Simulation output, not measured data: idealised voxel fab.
Module name: voxel spacer lines (process module)
cross-section cut | 250 nm wide | cells 5 nm
Just so we're on the same page, the cross-sections are grids of square cells, and they're listed out in bands top to bottom, each band one or more rows deep. First you get the band's top height and its bottom height, in nm, and then the materials it's made of, left to right, with each width in nm. If you see a single material with "all across", that one covers the band edge to edge. "empty" is empty space. Height is counted from the level 0, under which the received wafer is composed throughout of one material. The lowest of the bands is not closed at the bottom but continues downward, in the notation "from 0 down". A width such as "30 to 40" changes by the same amount from each row of cells to the next, from the band's top row to its bottom row. What does "nothing different" mean for a step? It means no cell of the cross-section changed in that step. Empty spaces counting at least 8 cells and having no open way to the top are listed in "Closed-off voids". The notation width x height at distance is used for each, the distance being from the left edge and all three values in nm. If you see something after the settings on a step's line, that's the simulator's own remark about that step. overlay nm: on a step with a mask, how far right of its planned place the mask lay; negative means left.
[So here's the lineup of process steps we planned]
1: RECEIVE (material Si)
2: CONFORMAL_DEP (material Al2O3; thk nm 5)
3: DIRECTIONAL_DEP (material W; thk nm 10)
4: DIRECTIONAL_DEP (material polySi; thk nm 20)
5: PATTERN (tone cover; mask id MANDREL; material resist; width nm 20; pitch nm 60; thk nm 25; overlay nm 0)
6: DIRECTIONAL_ETCH (etch materials polySi; depth nm 20)
7: STRIP (etch materials resist)
8: CONFORMAL_DEP (material SiO2; thk nm 10)
9: DIRECTIONAL_ETCH (etch materials SiO2; depth nm 10)
10: STRIP (etch materials polySi)
11: DIRECTIONAL_ETCH (etch materials W; depth nm 10)
12: STRIP (etch materials SiO2)
[The first of a set of two wafers, run to plan]
[As-received state of the wafer in cross-section, equivalent to post-step 1]
  from 0 down | Si all across
  Closed-off voids: none
[Cross-section of the wafer subsequent to step 2]
  from 5 to 0 | Al2O3 all across
  Below 0, no change.
[Cross-section of the wafer subsequent to step 3]
  from 15 to 5 | W all across
  Below 5, no change.
[Cross-section of the wafer subsequent to step 4]
  from 35 to 15 | polySi all across
  Below 15, no change.
[Cross-section of the wafer subsequent to step 5]
  from 60 to 35 | 85 empty; 20 resist; 40 empty; 20 resist; 85 empty
  Below 35, no change.
[Cross-section of the wafer subsequent to step 6]
  from 60 to 35 | 85 empty; 20 resist; 40 empty; 20 resist; 85 empty
  from 35 to 15 | 85 empty; 20 polySi; 40 empty; 20 polySi; 85 empty
  Below 15, no change.
[Cross-section of the wafer subsequent to step 7]
  from 35 to 15 | 85 empty; 20 polySi; 40 empty; 20 polySi; 85 empty
  Below 15, no change.
[Cross-section of the wafer subsequent to step 8]
  from 45 to 35 | 75 empty; 40 SiO2; 20 empty; 40 SiO2; 75 empty
  from 35 to 25 | 75 empty; 10 SiO2; 20 polySi; 10 SiO2; 20 empty; 10 SiO2; 20 polySi; 10 SiO2; 75 empty
  from 25 to 15 | 85 SiO2; 20 polySi; 40 SiO2; 20 polySi; 85 SiO2
  Below 15, no change.
[Cross-section of the wafer subsequent to step 9]
  from 35 to 15 | 75 empty; 10 SiO2; 20 polySi; 10 SiO2; 20 empty; 10 SiO2; 20 polySi; 10 SiO2; 75 empty
  Below 15, no change.
[Cross-section of the wafer subsequent to step 10]
  from 35 to 15 | 75 empty; 10 SiO2; 20 empty; 10 SiO2; 20 empty; 10 SiO2; 20 empty; 10 SiO2; 75 empty
  Below 15, no change.
[Cross-section of the wafer subsequent to step 11]
  from 35 to 15 | 75 empty; 10 SiO2; 20 empty; 10 SiO2; 20 empty; 10 SiO2; 20 empty; 10 SiO2; 75 empty
  from 15 to 5 | 75 empty; 10 W; 20 empty; 10 W; 20 empty; 10 W; 20 empty; 10 W; 75 empty
  Below 5, no change.
[Cross-section of the wafer subsequent to step 12]
  from 15 to 5 | 75 empty; 10 W; 20 empty; 10 W; 20 empty; 10 W; 20 empty; 10 W; 75 empty
  Below 5, no change.
[Second Wafer (Identical Start and Plan, One Processing Error; Matches First Wafer Through Step 4)]
[Cross-section of the second wafer at the time step 5 of the plan should have ended]
  from 60 to 35 | 85 resist; 20 empty; 40 resist; 20 empty; 85 resist
  Below 35, no change.
[Cross-section of the second wafer at the time step 6 of the plan should have ended]
  from 60 to 35 | 85 resist; 20 empty; 40 resist; 20 empty; 85 resist
  from 35 to 15 | 85 polySi; 20 empty; 40 polySi; 20 empty; 85 polySi
  Below 15, no change.
[Cross-section of the second wafer at the time step 7 of the plan should have ended]
  from 35 to 15 | 85 polySi; 20 empty; 40 polySi; 20 empty; 85 polySi
  Below 15, no change.
[Cross-section of the second wafer at the time step 8 of the plan should have ended]
  from 45 to 35 | SiO2 all across
  from 35 to 15 | 85 polySi; 20 SiO2; 40 polySi; 20 SiO2; 85 polySi
  Below 15, no change.
[Cross-section of the second wafer at the time step 9 of the plan should have ended]
  from 35 to 15 | 85 polySi; 20 SiO2; 40 polySi; 20 SiO2; 85 polySi
  Below 15, no change.
[Cross-section of the second wafer at the time step 10 of the plan should have ended]
  from 35 to 15 | 85 empty; 20 SiO2; 40 empty; 20 SiO2; 85 empty
  Below 15, no change.
[Cross-section of the second wafer at the time step 11 of the plan should have ended]
  from 35 to 15 | 85 empty; 20 SiO2; 40 empty; 20 SiO2; 85 empty
  from 15 to 5 | 85 empty; 20 W; 40 empty; 20 W; 85 empty
  Below 5, no change.
[Cross-section of the second wafer at the time step 12 of the plan should have ended]
  from 15 to 5 | 85 empty; 20 W; 40 empty; 20 W; 85 empty
  Below 5, no change.
Nonconformance to the process plan: off-plan run, step 5, actual operation and settings PATTERN (tone open; mask id MANDREL; material resist; width nm 20; pitch nm 60; thk nm 25; overlay nm 0)
Final state: per-material cell counts identical on both wafers; locations differ.
